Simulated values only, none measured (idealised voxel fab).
process module | voxel gate over fins
cross-section cut | 260 nm wide | cells 5 nm
A cross-section is a grid of square cells, given in bands from the top down. A band is one or more rows of cells.
Each band's line starts with the height of the band's top and of its bottom, in nm. Then come its materials from left to right, each with its width in nm. One material with "throughout" fills the band from edge to edge. "air" is empty space.
Height 0 is the level under which the wafer as received is all one material. The lowest band goes on downwards, as in "0 down".
A width such as "30 to 40" changes by the same amount from each row of cells to the next, from the band's top row to its bottom row.
"no change" after a step means that no cell of the cross-section changed.
closed voids: empty space of 8 cells or more with no open way to the top, each as width x height at its distance from the left edge, in nm
after a step's settings: what the simulator itself notes on the step
overlay nm, on a step with a mask: how far to the right of its planned place the mask lay; to the left if negative
plan
1 op RECEIVE | material Si
2 op CONFORMAL_DEP | material SiN | thk nm 5
3 op MASKED_ETCH | tone cover | mask id FINS | width nm 15 | pitch nm 45 | etch materials SiN | depth nm 5 | overlay nm 0
4 op MASKED_ETCH | tone cover | mask id FINS | width nm 15 | pitch nm 45 | etch materials Si | depth nm 35 | overlay nm 0
5 op FILL_DEP | material SiO2 | thk nm 10
6 op CMP | height nm 5
7 op SELECTIVE_ETCH | etch materials SiO2 | depth nm 15
8 op STRIP | etch materials SiN
9 op CONFORMAL_DEP | material HfO2 | thk nm 5
10 op CONFORMAL_DEP | material TiN | thk nm 5
11 op FILL_DEP | material W | thk nm 10
12 op CMP | height nm 15
13 op CONFORMAL_DEP | material SiCN | thk nm 5
as received, after step 1
  0 down: Si throughout
  closed voids: none
first wafer at the end, as planned
  20 to 15: SiCN throughout
  15 to 10: W throughout
  10 to 5: W 45 | TiN 35 | W 10 | TiN 35 | W 10 | TiN 35 | W 10 | TiN 35 | W 45
  5 to 0: W 45 | TiN 5 | HfO2 25 | TiN 5 | W 10 | TiN 5 | HfO2 25 | TiN 5 | W 10 | TiN 5 | HfO2 25 | TiN 5 | W 10 | TiN 5 | HfO2 25 | TiN 5 | W 45
  0 to -5: TiN 50 | HfO2 5 | Si 15 | HfO2 5 | TiN 20 | HfO2 5 | Si 15 | HfO2 5 | TiN 20 | HfO2 5 | Si 15 | HfO2 5 | TiN 20 | HfO2 5 | Si 15 | HfO2 5 | TiN 50
  -5 to -10: HfO2 55 | Si 15 | HfO2 30 | Si 15 | HfO2 30 | Si 15 | HfO2 30 | Si 15 | HfO2 55
  -10 to -35: SiO2 55 | Si 15 | SiO2 30 | Si 15 | SiO2 30 | Si 15 | SiO2 30 | Si 15 | SiO2 55
  -35 down: Si throughout
  closed voids: none
second wafer at the end: like start, like plan, one mistake
  20 to 15: SiCN throughout
  15 to 10: TiN throughout
  10 to 5: HfO2 60 | TiN 5 | HfO2 40 | TiN 5 | HfO2 40 | TiN 5 | HfO2 40 | TiN 5 | HfO2 60
  5 to 0: SiCN 55 | HfO2 15 | SiCN 30 | HfO2 15 | SiCN 30 | HfO2 15 | SiCN 30 | HfO2 15 | SiCN 55
  0 to -35: SiCN 55 | Si 15 | SiCN 30 | Si 15 | SiCN 30 | Si 15 | SiCN 30 | Si 15 | SiCN 55
  -35 down: Si throughout
  closed voids: none
what went wrong: step 5 ran as: op FILL_DEP | material SiCN | thk nm 10
at the end the second wafer has, in cells: 8 fewer of HfO2 | 320 more of SiCN | 200 fewer of SiO2 | 12 fewer of TiN | 100 fewer of W
